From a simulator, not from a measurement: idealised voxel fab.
process module | voxel transistor to metal
cross-section cut | 180 nm wide | cells 5 nm
A cross-section is a grid of square cells, given in bands from the top down. A band is one or more rows of cells.
Each band's line starts with the height of the band's top and of its bottom, in nm. Then come its materials from left to right, each with its width in nm. One material with "throughout" fills the band from edge to edge. "air" is empty space.
Height 0 is the level under which the wafer as received is all one material. The lowest band goes on downwards, as in "0 down".
A width such as "30 to 40" changes by the same amount from each row of cells to the next, from the band's top row to its bottom row.
"no change" after a step means that no cell of the cross-section changed.
closed voids: empty space of 8 cells or more with no open way to the top, each as width x height at its distance from the left edge, in nm
after a step's settings: what the simulator itself notes on the step
overlay nm, on a step with a mask: how far to the right of its planned place the mask lay; to the left if negative
Each pair below shows a cross-section before one step and the cross-section after it, down to the lowest band that changed. The line under each pair gives the step between them, with its settings. The pairs can come from different runs of this module on the same starting wafer, so a pair continues from the pair above only where its "before" says so.
before
  150 to 120: resist 45 | air 15 | resist 55 | air 15 | resist 50
  120 to 105: aC 45 | air 15 | aC 55 | air 15 | aC 50
  105 to 90: SiO2 45 | aC 15 | SiO2 55 | aC 15 | SiO2 50
  90 to 75: SiO2 throughout
  75 to 70: SiCN throughout
  70 to 45: Cu 40 | TiN 5 | SiO2 15 | TiN 5 | Cu 45 | TiN 5 | SiO2 15 | TiN 5 | Cu 45
  45 to 40: TiN 45 | SiN 15 | TiN 55 | SiN 15 | TiN 50
  40 to 25: SiO2 45 | TiN 5 | Ru 5 | TiN 5 | SiO2 55 | TiN 5 | Ru 5 | TiN 5 | SiO2 50
  25 to 5: SiO2 45 | TiN 5 | Ru 5 | TiN 5 | SiO2 10 | SiN 5 | HfO2 5 | TiN 5 | W 5 | TiN 5 | HfO2 5 | SiN 5 | SiO2 10 | TiN 5 | Ru 5 | TiN 5 | SiO2 50
  5 to 0: SiO2 45 | TiN 15 | SiO2 10 | SiN 5 | HfO2 5 | TiN 15 | HfO2 5 | SiN 5 | SiO2 10 | TiN 15 | SiO2 50
  0 to -5: SiO2 40 | SiGe 30 | HfO2 35 | SiGe 30 | SiO2 45
  -5 to -40: SiO2 45 | Si 85 | SiO2 50
  -40 down: Si throughout
  closed voids: none
after
  135 to 120: resist 45 | air 15 | resist 55 | air 15 | resist 50
  120 to 105: aC 45 | air 15 | aC 55 | air 15 | aC 50
  105 to 90: SiO2 45 | air 15 | SiO2 55 | air 15 | SiO2 50
  below 90: unchanged
  closed voids: none
the step between: op DIRECTIONAL_ETCH | etch materials aC | depth nm 15
before: the cross-section after the pair above
after
  120 to 105: aC 45 | air 15 | aC 55 | air 15 | aC 50
  below 105: unchanged
  closed voids: none
the step between: op STRIP | etch materials resist
before: the cross-section after the pair above
after
  120 to 105: aC 45 | air 15 | aC 55 | air 15 | aC 50
  105 to 75: SiO2 45 | air 15 | SiO2 55 | air 15 | SiO2 50
  below 75: unchanged
  closed voids: none
the step between: op DIRECTIONAL_ETCH | etch materials SiO2 | depth nm 15
before: the cross-section after the pair above
after
  120 to 105: aC 45 | air 15 | aC 55 | air 15 | aC 50
  105 to 75: SiO2 45 | air 15 | SiO2 55 | air 15 | SiO2 50
  75 to 70: SiCN 45 | air 15 | SiCN 55 | air 15 | SiCN 50
  below 70: unchanged
  closed voids: none
the step between: op DIRECTIONAL_ETCH | etch materials SiCN | depth nm 5
before: the cross-section after the pair above
after
  105 to 75: SiO2 45 | air 15 | SiO2 55 | air 15 | SiO2 50
  below 75: unchanged
  closed voids: none
the step between: op STRIP | etch materials aC
before: the cross-section after the pair above
after
  110 to 105: TiN 50 | air 5 | TiN 65 | air 5 | TiN 55
  105 to 75: SiO2 45 | TiN 5 | air 5 | TiN 5 | SiO2 55 | TiN 5 | air 5 | TiN 5 | SiO2 50
  75 to 70: SiCN 45 | TiN 15 | SiCN 55 | TiN 15 | SiCN 50
  below 70: unchanged
  closed voids: none
the step between: op CONFORMAL_DEP | material TiN | thk nm 5
before: the cross-section after the pair above
after
  120 to 110: Cu throughout
  110 to 105: TiN 50 | Cu 5 | TiN 65 | Cu 5 | TiN 55
  105 to 75: SiO2 45 | TiN 5 | Cu 5 | TiN 5 | SiO2 55 | TiN 5 | Cu 5 | TiN 5 | SiO2 50
  below 75: unchanged
  closed voids: none
the step between: op FILL_DEP | material Cu | thk nm 10
before: the cross-section after the pair above
after
  105 to 75: SiO2 45 | TiN 5 | Cu 5 | TiN 5 | SiO2 55 | TiN 5 | Cu 5 | TiN 5 | SiO2 50
  below 75: unchanged
  closed voids: none
the step between: op CMP | height nm 105
before: the cross-section after the pair above
after
  110 to 105: SiCN throughout
  below 105: unchanged
  closed voids: none
the step between: op CONFORMAL_DEP | material SiCN | thk nm 5
